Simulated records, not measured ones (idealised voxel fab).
Documented hereafter: the process module known as voxel transistor to metal.
Shown is cross-section cut, with a width of 190 nm and square cells of size 5 nm.
Square cells in a grid make up a cross-section in this document, and the grid is given as bands, listed from the top down, each one or more rows of cells.
Band: top and bottom heights (nm) first, top before bottom; then materials from left to right, widths in nm. "full width" marks a sole material filling the band edge to edge. "air" denotes empty space.
Height datum 0, below which the as-received substrate wafer is one material. Lowest band open at the bottom, running downward: "0 nm and below".
The width entry "30 to 40" should be interpreted row by row: the top row of cells in the band takes the first number, the bottom row takes the second number, and the change between adjacent rows is uniform throughout.
Where the words "no modifications" appear for a step, the cross-section shows no cell changed by that step; every cell remained as before.
Voids not open to the top, 8 cells minimum: see "Sealed void inventory". Written width x height at distance; distance is from the left edge; nm.
If you see something after the settings on a step's line, that's the simulator's own remark about that step.
"overlay nm" denotes, for a step that has a mask, the displacement of the mask to the right of its planned place, with negative values corresponding to the left.

### Listed below are the process steps as planned
1: RECEIVE (material Si)
2: CONFORMAL_DEP (material SiO2; thk nm 5)
3: CONFORMAL_DEP (material SiN; thk nm 15)
4: MASKED_ETCH (tone cover; mask id ACTIVE; width nm 115; etch materials SiN; depth nm 15; overlay nm 0)
5: MASKED_ETCH (tone cover; mask id ACTIVE; width nm 115; etch materials SiO2; depth nm 5; overlay nm 0)
6: MASKED_ETCH (tone cover; mask id ACTIVE; width nm 115; etch materials Si; depth nm 30; overlay nm 0)
7: OXIDIZE (depth nm 5)
8: FILL_DEP (material SiO2; thk nm 10)
9: CMP (height nm 20)
10: SELECTIVE_ETCH (etch materials SiO2; depth nm 15)
11: STRIP (etch materials SiN)
12: SELECTIVE_ETCH (etch materials SiO2; depth nm 5)
13: OXIDIZE (depth nm 5)
14: DIRECTIONAL_DEP (material polySi; thk nm 25)
15: DIRECTIONAL_DEP (material SiCN; thk nm 10)
16: PATTERN (tone cover; mask id GATE; material resist; width nm 25; thk nm 20; overlay nm 0)
17: DIRECTIONAL_ETCH (etch materials SiCN; depth nm 20)
18: DIRECTIONAL_ETCH (etch materials polySi; depth nm 35)
19: STRIP (etch materials resist)
20: CONFORMAL_DEP (material SiO2; thk nm 5)
21: DIRECTIONAL_ETCH (etch materials SiO2; depth nm 5)
22: CONFORMAL_DEP (material SiN; thk nm 5)
23: DIRECTIONAL_ETCH (etch materials SiN; depth nm 5)
24: DIRECTIONAL_ETCH (etch materials SiO2; depth nm 5)
25: EPI (material pSi; thk nm 5)
26: FILL_DEP (material SiO2; thk nm 10)
27: CMP (height nm 35)
28: DIRECTIONAL_DEP (material SiO2; thk nm 10)
29: MASKED_ETCH (tone open; mask id CONTACT; width nm 15; pitch nm 80; etch materials SiO2; depth nm 45; overlay nm 0)
30: CONFORMAL_DEP (material TiN; thk nm 5)
31: FILL_DEP (material Ru; thk nm 5)
32: CMP (height nm 45)
33: DIRECTIONAL_DEP (material TiN; thk nm 5)
34: DIRECTIONAL_DEP (material W; thk nm 25)
35: MASKED_ETCH (tone cover; mask id METAL_1; width nm 15; pitch nm 80; etch materials W; depth nm 25; overlay nm 0)
36: MASKED_ETCH (tone cover; mask id METAL_1; width nm 15; pitch nm 80; etch materials TiN; depth nm 5; overlay nm 0)
37: CONFORMAL_DEP (material SiCN; thk nm 5)
38: FILL_DEP (material SiO2; thk nm 5)
39: CMP (height nm 75)
40: CONFORMAL_DEP (material SiN; thk nm 5)

### First of two wafers, processed according to plan

### Cross-section of the wafer upon arrival, representing the state reached after step 1
* 0 nm and below = Si full width
* Sealed void inventory: none

### Cross-sectional representation of the wafer at the conclusion of step 2
* 5 nm to 0 nm = SiO2 full width
* Below 0 it's all the same as before, nothing changed down there.

### Cross-sectional representation of the wafer at the conclusion of step 3
* 20 nm to 5 nm = SiN full width
* Below 5 it's all the same as before, nothing changed down there.

### Cross-sectional representation of the wafer at the conclusion of step 4
* 20 nm to 5 nm = air 35 nm, then SiN 115 nm, then air 40 nm
* Below 5 it's all the same as before, nothing changed down there.

### Cross-sectional representation of the wafer at the conclusion of step 5
* 20 nm to 5 nm = air 35 nm, then SiN 115 nm, then air 40 nm
* 5 nm to 0 nm = air 35 nm, then SiO2 115 nm, then air 40 nm
* Below 0 it's all the same as before, nothing changed down there.

### Cross-sectional representation of the wafer at the conclusion of step 6
* 20 nm to 5 nm = air 35 nm, then SiN 115 nm, then air 40 nm
* 5 nm to 0 nm = air 35 nm, then SiO2 115 nm, then air 40 nm
* 0 nm to -30 nm = air 35 nm, then Si 115 nm, then air 40 nm
* Below -30 it's all the same as before, nothing changed down there.

### Cross-sectional representation of the wafer at the conclusion of step 7
* 20 nm to 5 nm = air 35 nm, then SiN 115 nm, then air 40 nm
* 5 nm to 0 nm = air 35 nm, then SiO2 115 nm, then air 40 nm
* 0 nm to -30 nm = air 35 nm, then SiO2 5 nm, then Si 105 nm, then SiO2 5 nm, then air 40 nm
* -30 nm to -35 nm = SiO2 40 nm, then Si 105 nm, then SiO2 45 nm
* Below -35 it's all the same as before, nothing changed down there.

### Cross-sectional representation of the wafer at the conclusion of step 8
* 30 nm to 20 nm = SiO2 full width
* 20 nm to 5 nm = SiO2 35 nm, then SiN 115 nm, then SiO2 40 nm
* 5 nm to 0 nm = SiO2 full width
* 0 nm to -35 nm = SiO2 40 nm, then Si 105 nm, then SiO2 45 nm
* Below -35 it's all the same as before, nothing changed down there.

### Cross-sectional representation of the wafer at the conclusion of step 9
* 20 nm to 5 nm = SiO2 35 nm, then SiN 115 nm, then SiO2 40 nm
* Below 5 it's all the same as before, nothing changed down there.

### Cross-sectional representation of the wafer at the conclusion of step 10
* 20 nm to 5 nm = air 35 nm, then SiN 115 nm, then air 40 nm
* Below 5 it's all the same as before, nothing changed down there.

### Cross-sectional representation of the wafer at the conclusion of step 11
* 5 nm to 0 nm = SiO2 full width
* Below 0 it's all the same as before, nothing changed down there.

### Cross-sectional representation of the wafer at the conclusion of step 12
* 0 nm to -35 nm = SiO2 40 nm, then Si 105 nm, then SiO2 45 nm
* Below -35 it's all the same as before, nothing changed down there.

### Cross-sectional representation of the wafer at the conclusion of step 13
* 0 nm to -5 nm = SiO2 full width
* Below -5 it's all the same as before, nothing changed down there.

### Cross-sectional representation of the wafer at the conclusion of step 14
* 25 nm to 0 nm = polySi full width
* Below 0 it's all the same as before, nothing changed down there.

### Cross-sectional representation of the wafer at the conclusion of step 15
* 35 nm to 25 nm = SiCN full width
* Below 25 it's all the same as before, nothing changed down there.

### Cross-sectional representation of the wafer at the conclusion of step 16
* 55 nm to 35 nm = air 80 nm, then resist 25 nm, then air 85 nm
* Below 35 it's all the same as before, nothing changed down there.

### Cross-sectional representation of the wafer at the conclusion of step 17
* 55 nm to 35 nm = air 80 nm, then resist 25 nm, then air 85 nm
* 35 nm to 25 nm = air 80 nm, then SiCN 25 nm, then air 85 nm
* Below 25 it's all the same as before, nothing changed down there.

### Cross-sectional representation of the wafer at the conclusion of step 18
* 55 nm to 35 nm = air 80 nm, then resist 25 nm, then air 85 nm
* 35 nm to 25 nm = air 80 nm, then SiCN 25 nm, then air 85 nm
* 25 nm to 0 nm = air 80 nm, then polySi 25 nm, then air 85 nm
* Below 0 it's all the same as before, nothing changed down there.

### Cross-sectional representation of the wafer at the conclusion of step 19
* 35 nm to 25 nm = air 80 nm, then SiCN 25 nm, then air 85 nm
* Below 25 it's all the same as before, nothing changed down there.

### Cross-sectional representation of the wafer at the conclusion of step 20
* 40 nm to 35 nm = air 75 nm, then SiO2 35 nm, then air 80 nm
* 35 nm to 25 nm = air 75 nm, then SiO2 5 nm, then SiCN 25 nm, then SiO2 5 nm, then air 80 nm
* 25 nm to 5 nm = air 75 nm, then SiO2 5 nm, then polySi 25 nm, then SiO2 5 nm, then air 80 nm
* 5 nm to 0 nm = SiO2 80 nm, then polySi 25 nm, then SiO2 85 nm
* Below 0 it's all the same as before, nothing changed down there.

### Cross-sectional representation of the wafer at the conclusion of step 21
* 35 nm to 25 nm = air 75 nm, then SiO2 5 nm, then SiCN 25 nm, then SiO2 5 nm, then air 80 nm
* 25 nm to 0 nm = air 75 nm, then SiO2 5 nm, then polySi 25 nm, then SiO2 5 nm, then air 80 nm
* Below 0 it's all the same as before, nothing changed down there.

### Cross-sectional representation of the wafer at the conclusion of step 22
* 40 nm to 35 nm = air 70 nm, then SiN 45 nm, then air 75 nm
* 35 nm to 25 nm = air 70 nm, then SiN 5 nm, then SiO2 5 nm, then SiCN 25 nm, then SiO2 5 nm, then SiN 5 nm, then air 75 nm
* 25 nm to 5 nm = air 70 nm, then SiN 5 nm, then SiO2 5 nm, then polySi 25 nm, then SiO2 5 nm, then SiN 5 nm, then air 75 nm
* 5 nm to 0 nm = SiN 75 nm, then SiO2 5 nm, then polySi 25 nm, then SiO2 5 nm, then SiN 80 nm
* Below 0 it's all the same as before, nothing changed down there.

### Cross-sectional representation of the wafer at the conclusion of step 23
* 35 nm to 25 nm = air 70 nm, then SiN 5 nm, then SiO2 5 nm, then SiCN 25 nm, then SiO2 5 nm, then SiN 5 nm, then air 75 nm
* 25 nm to 0 nm = air 70 nm, then SiN 5 nm, then SiO2 5 nm, then polySi 25 nm, then SiO2 5 nm, then SiN 5 nm, then air 75 nm
* Below 0 it's all the same as before, nothing changed down there.

### Cross-sectional representation of the wafer at the conclusion of step 24
* 35 nm to 30 nm = air 70 nm, then SiN 5 nm, then air 5 nm, then SiCN 25 nm, then air 5 nm, then SiN 5 nm, then air 75 nm
* 30 nm to 25 nm = air 70 nm, then SiN 5 nm, then SiO2 5 nm, then SiCN 25 nm, then SiO2 5 nm, then SiN 5 nm, then air 75 nm
* 25 nm to 0 nm = air 70 nm, then SiN 5 nm, then SiO2 5 nm, then polySi 25 nm, then SiO2 5 nm, then SiN 5 nm, then air 75 nm
* 0 nm to -5 nm = air 70 nm, then SiO2 45 nm, then air 75 nm
* Below -5 it's all the same as before, nothing changed down there.

### Cross-sectional representation of the wafer at the conclusion of step 25
* 35 nm to 30 nm = air 70 nm, then SiN 5 nm, then air 5 nm, then SiCN 25 nm, then air 5 nm, then SiN 5 nm, then air 75 nm
* 30 nm to 25 nm = air 70 nm, then SiN 5 nm, then SiO2 5 nm, then SiCN 25 nm, then SiO2 5 nm, then SiN 5 nm, then air 75 nm
* 25 nm to 0 nm = air 70 nm, then SiN 5 nm, then SiO2 5 nm, then polySi 25 nm, then SiO2 5 nm, then SiN 5 nm, then air 75 nm
* 0 nm to -5 nm = air 35 nm, then pSi 35 nm, then SiO2 45 nm, then pSi 35 nm, then air 40 nm
* Below -5 it's all the same as before, nothing changed down there.

### Cross-sectional representation of the wafer at the conclusion of step 26
* 45 nm to 35 nm = SiO2 full width
* 35 nm to 25 nm = SiO2 70 nm, then SiN 5 nm, then SiO2 5 nm, then SiCN 25 nm, then SiO2 5 nm, then SiN 5 nm, then SiO2 75 nm
* 25 nm to 0 nm = SiO2 70 nm, then SiN 5 nm, then SiO2 5 nm, then polySi 25 nm, then SiO2 5 nm, then SiN 5 nm, then SiO2 75 nm
* 0 nm to -5 nm = SiO2 35 nm, then pSi 35 nm, then SiO2 45 nm, then pSi 35 nm, then SiO2 40 nm
* Below -5 it's all the same as before, nothing changed down there.

### Cross-sectional representation of the wafer at the conclusion of step 27
* 35 nm to 25 nm = SiO2 70 nm, then SiN 5 nm, then SiO2 5 nm, then SiCN 25 nm, then SiO2 5 nm, then SiN 5 nm, then SiO2 75 nm
* Below 25 it's all the same as before, nothing changed down there.

### Cross-sectional representation of the wafer at the conclusion of step 28
* 45 nm to 35 nm = SiO2 full width
* Below 35 it's all the same as before, nothing changed down there.

### Cross-sectional representation of the wafer at the conclusion of step 29
* 45 nm to 35 nm = SiO2 45 nm, then air 15 nm, then SiO2 65 nm, then air 15 nm, then SiO2 50 nm
* 35 nm to 25 nm = SiO2 45 nm, then air 15 nm, then SiO2 10 nm, then SiN 5 nm, then SiO2 5 nm, then SiCN 25 nm, then SiO2 5 nm, then SiN 5 nm, then SiO2 10 nm, then air 15 nm, then SiO2 50 nm
* 25 nm to 0 nm = SiO2 45 nm, then air 15 nm, then SiO2 10 nm, then SiN 5 nm, then SiO2 5 nm, then polySi 25 nm, then SiO2 5 nm, then SiN 5 nm, then SiO2 10 nm, then air 15 nm, then SiO2 50 nm
* Below 0 it's all the same as before, nothing changed down there.

### Cross-sectional representation of the wafer at the conclusion of step 30
* 50 nm to 45 nm = TiN 50 nm, then air 5 nm, then TiN 75 nm, then air 5 nm, then TiN 55 nm
* 45 nm to 35 nm = SiO2 45 nm, then TiN 5 nm, then air 5 nm, then TiN 5 nm, then SiO2 65 nm, then TiN 5 nm, then air 5 nm, then TiN 5 nm, then SiO2 50 nm
* 35 nm to 25 nm = SiO2 45 nm, then TiN 5 nm, then air 5 nm, then TiN 5 nm, then SiO2 10 nm, then SiN 5 nm, then SiO2 5 nm, then SiCN 25 nm, then SiO2 5 nm, then SiN 5 nm, then SiO2 10 nm, then TiN 5 nm, then air 5 nm, then TiN 5 nm, then SiO2 50 nm
* 25 nm to 5 nm = SiO2 45 nm, then TiN 5 nm, then air 5 nm, then TiN 5 nm, then SiO2 10 nm, then SiN 5 nm, then SiO2 5 nm, then polySi 25 nm, then SiO2 5 nm, then SiN 5 nm, then SiO2 10 nm, then TiN 5 nm, then air 5 nm, then TiN 5 nm, then SiO2 50 nm
* 5 nm to 0 nm = SiO2 45 nm, then TiN 15 nm, then SiO2 10 nm, then SiN 5 nm, then SiO2 5 nm, then polySi 25 nm, then SiO2 5 nm, then SiN 5 nm, then SiO2 10 nm, then TiN 15 nm, then SiO2 50 nm
* Below 0 it's all the same as before, nothing changed down there.

### Cross-sectional representation of the wafer at the conclusion of step 31
* 55 nm to 50 nm = Ru full width
* 50 nm to 45 nm = TiN 50 nm, then Ru 5 nm, then TiN 75 nm, then Ru 5 nm, then TiN 55 nm
* 45 nm to 35 nm = SiO2 45 nm, then TiN 5 nm, then Ru 5 nm, then TiN 5 nm, then SiO2 65 nm, then TiN 5 nm, then Ru 5 nm, then TiN 5 nm, then SiO2 50 nm
* 35 nm to 25 nm = SiO2 45 nm, then TiN 5 nm, then Ru 5 nm, then TiN 5 nm, then SiO2 10 nm, then SiN 5 nm, then SiO2 5 nm, then SiCN 25 nm, then SiO2 5 nm, then SiN 5 nm, then SiO2 10 nm, then TiN 5 nm, then Ru 5 nm, then TiN 5 nm, then SiO2 50 nm
* 25 nm to 5 nm = SiO2 45 nm, then TiN 5 nm, then Ru 5 nm, then TiN 5 nm, then SiO2 10 nm, then SiN 5 nm, then SiO2 5 nm, then polySi 25 nm, then SiO2 5 nm, then SiN 5 nm, then SiO2 10 nm, then TiN 5 nm, then Ru 5 nm, then TiN 5 nm, then SiO2 50 nm
* Below 5 it's all the same as before, nothing changed down there.

### Cross-sectional representation of the wafer at the conclusion of step 32
* 45 nm to 35 nm = SiO2 45 nm, then TiN 5 nm, then Ru 5 nm, then TiN 5 nm, then SiO2 65 nm, then TiN 5 nm, then Ru 5 nm, then TiN 5 nm, then SiO2 50 nm
* Below 35 it's all the same as before, nothing changed down there.

### Cross-sectional representation of the wafer at the conclusion of step 33
* 50 nm to 45 nm = TiN full width
* Below 45 it's all the same as before, nothing changed down there.

### Cross-sectional representation of the wafer at the conclusion of step 34
* 75 nm to 50 nm = W full width
* Below 50 it's all the same as before, nothing changed down there.

### Cross-sectional representation of the wafer at the conclusion of step 35
* 75 nm to 50 nm = air 45 nm, then W 15 nm, then air 65 nm, then W 15 nm, then air 50 nm
* Below 50 it's all the same as before, nothing changed down there.

### Cross-sectional representation of the wafer at the conclusion of step 36
* 75 nm to 50 nm = air 45 nm, then W 15 nm, then air 65 nm, then W 15 nm, then air 50 nm
* 50 nm to 45 nm = air 45 nm, then TiN 15 nm, then air 65 nm, then TiN 15 nm, then air 50 nm
* Below 45 it's all the same as before, nothing changed down there.

### Cross-sectional representation of the wafer at the conclusion of step 37
* 80 nm to 75 nm = air 40 nm, then SiCN 25 nm, then air 55 nm, then SiCN 25 nm, then air 45 nm
* 75 nm to 50 nm = air 40 nm, then SiCN 5 nm, then W 15 nm, then SiCN 5 nm, then air 55 nm, then SiCN 5 nm, then W 15 nm, then SiCN 5 nm, then air 45 nm
* 50 nm to 45 nm = SiCN 45 nm, then TiN 15 nm, then SiCN 65 nm, then TiN 15 nm, then SiCN 50 nm
* Below 45 it's all the same as before, nothing changed down there.

### Cross-sectional representation of the wafer at the conclusion of step 38
* 85 nm to 80 nm = SiO2 full width
* 80 nm to 75 nm = SiO2 40 nm, then SiCN 25 nm, then SiO2 55 nm, then SiCN 25 nm, then SiO2 45 nm
* 75 nm to 50 nm = SiO2 40 nm, then SiCN 5 nm, then W 15 nm, then SiCN 5 nm, then SiO2 55 nm, then SiCN 5 nm, then W 15 nm, then SiCN 5 nm, then SiO2 45 nm
* Below 50 it's all the same as before, nothing changed down there.

### Cross-sectional representation of the wafer at the conclusion of step 39
* 75 nm to 50 nm = SiO2 40 nm, then SiCN 5 nm, then W 15 nm, then SiCN 5 nm, then SiO2 55 nm, then SiCN 5 nm, then W 15 nm, then SiCN 5 nm, then SiO2 45 nm
* Below 50 it's all the same as before, nothing changed down there.

### Cross-sectional representation of the wafer at the conclusion of step 40
* 80 nm to 75 nm = SiN full width
* Below 75 it's all the same as before, nothing changed down there.

### The second wafer was prepared from the same starting point and under the same plan as the first; its processing contained one mistake, and it remains indistinguishable from the first wafer up to and including step 32

### Cross-section of the second wafer when, according to plan, step 33 should have finished
* 70 nm to 45 nm = W full width
* Below 45 it's all the same as before, nothing changed down there.

### Cross-section of the second wafer when, according to plan, step 34 should have finished
* 75 nm to 70 nm = TiN full width
* Below 70 it's all the same as before, nothing changed down there.

Cross-section of the second wafer when, according to plan, step 35 should have finished: no modifications

### Cross-section of the second wafer when, according to plan, step 36 should have finished
* 75 nm to 70 nm = air 45 nm, then TiN 15 nm, then air 65 nm, then TiN 15 nm, then air 50 nm
* Below 70 it's all the same as before, nothing changed down there.

### Cross-section of the second wafer when, according to plan, step 37 should have finished
* 80 nm to 75 nm = air 40 nm, then SiCN 25 nm, then air 55 nm, then SiCN 25 nm, then air 45 nm
* 75 nm to 70 nm = SiCN 45 nm, then TiN 15 nm, then SiCN 65 nm, then TiN 15 nm, then SiCN 50 nm
* Below 70 it's all the same as before, nothing changed down there.

### Cross-section of the second wafer when, according to plan, step 38 should have finished
* 85 nm to 80 nm = SiO2 full width
* 80 nm to 75 nm = SiO2 40 nm, then SiCN 25 nm, then SiO2 55 nm, then SiCN 25 nm, then SiO2 45 nm
* Below 75 it's all the same as before, nothing changed down there.

### Cross-section of the second wafer when, according to plan, step 39 should have finished
* 75 nm to 70 nm = SiCN 45 nm, then TiN 15 nm, then SiCN 65 nm, then TiN 15 nm, then SiCN 50 nm
* Below 70 it's all the same as before, nothing changed down there.

### Cross-section of the second wafer when, according to plan, step 40 should have finished
* 80 nm to 75 nm = SiN full width
* Below 75 it's all the same as before, nothing changed down there.
Error vs. plan: the executed order of steps 33 and 34 is the reverse of that specified in the plan, each step having taken the other's position
Final tally in cells, some materials are higher or lower on the second wafer than on the first: 20 fewer of SiCN, 140 fewer of SiO2, 160 more of W
